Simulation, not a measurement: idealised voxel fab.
Documented hereafter: the process module known as voxel air gaps.
Cross-section cut: width 175 nm, square cells of 5 nm.
For the purposes of this document, a cross-section shall be understood as a grid of square cells, specified as bands listed in top-to-bottom order, each band consisting of one or more rows of cells.
Within each band entry, the heights of the top and of the bottom of the band appear first, in that order and in nm; the materials of the band then follow from left to right, each with its corresponding width in nm. The designation "throughout" on a single material indicates that it fills the band from edge to edge; the designation "air" indicates empty space.
Height reference: 0 = level under which incoming wafer is all one material. Lowest band: no bottom, runs on downward, e.g. "0 -> down".
You'd read "30..40" like this: the band's top row of cells is as wide as the first number, its bottom row is as wide as the second, and going down, every row changes width by the same amount as the row before did.
Step note "identical to before" = no cross-section cell changed.
The label "Voids, enclosed" introduces a list of the empty spaces, 8 cells or larger, that have no open way up to the top; each entry in it reads width x height at distance, where the distance is taken from the left edge and all three are stated in nm.
Heads up: the bit after the settings on a step's line is the simulator's remark on that step.
If you see "overlay nm" on a step's line and that step has a mask, it's telling you how far right of where it was planned the mask ended up; a negative number means it went left instead.

These are the steps we planned for the process
1,RECEIVE (material Si)
2,CONFORMAL_DEP (material SiO2; thk nm 15)
3,CONFORMAL_DEP (material SiCN; thk nm 5)
4,DIRECTIONAL_DEP (material SiO2; thk nm 30)
5,MASKED_ETCH (tone open; mask id LINES; width nm 20; pitch nm 45; etch materials SiO2; depth nm 30; overlay nm 0)
6,CONFORMAL_DEP (material TiN; thk nm 5)
7,FILL_DEP (material Cu; thk nm 10)
8,CMP (height nm 50)
9,EPI (material Ru; thk nm 10)
10,SELECTIVE_ETCH (etch materials SiO2; depth nm 40)
11,CONFORMAL_DEP (material SiCN; thk nm 5)

As-received state of the wafer in cross-section, equivalent to post-step 1
	0 -> down: Si throughout
	Voids, enclosed: none

Wafer at module end, in section. Began as above, planned as above, run with one mistake
	55 -> 45: SiCN throughout
	45 -> 0: SiO2 throughout
	0 -> down: Si throughout
	Voids, enclosed: none
Heads up, the wafer didn't run the way we planned it: swap of plan steps 3 and 4 during execution
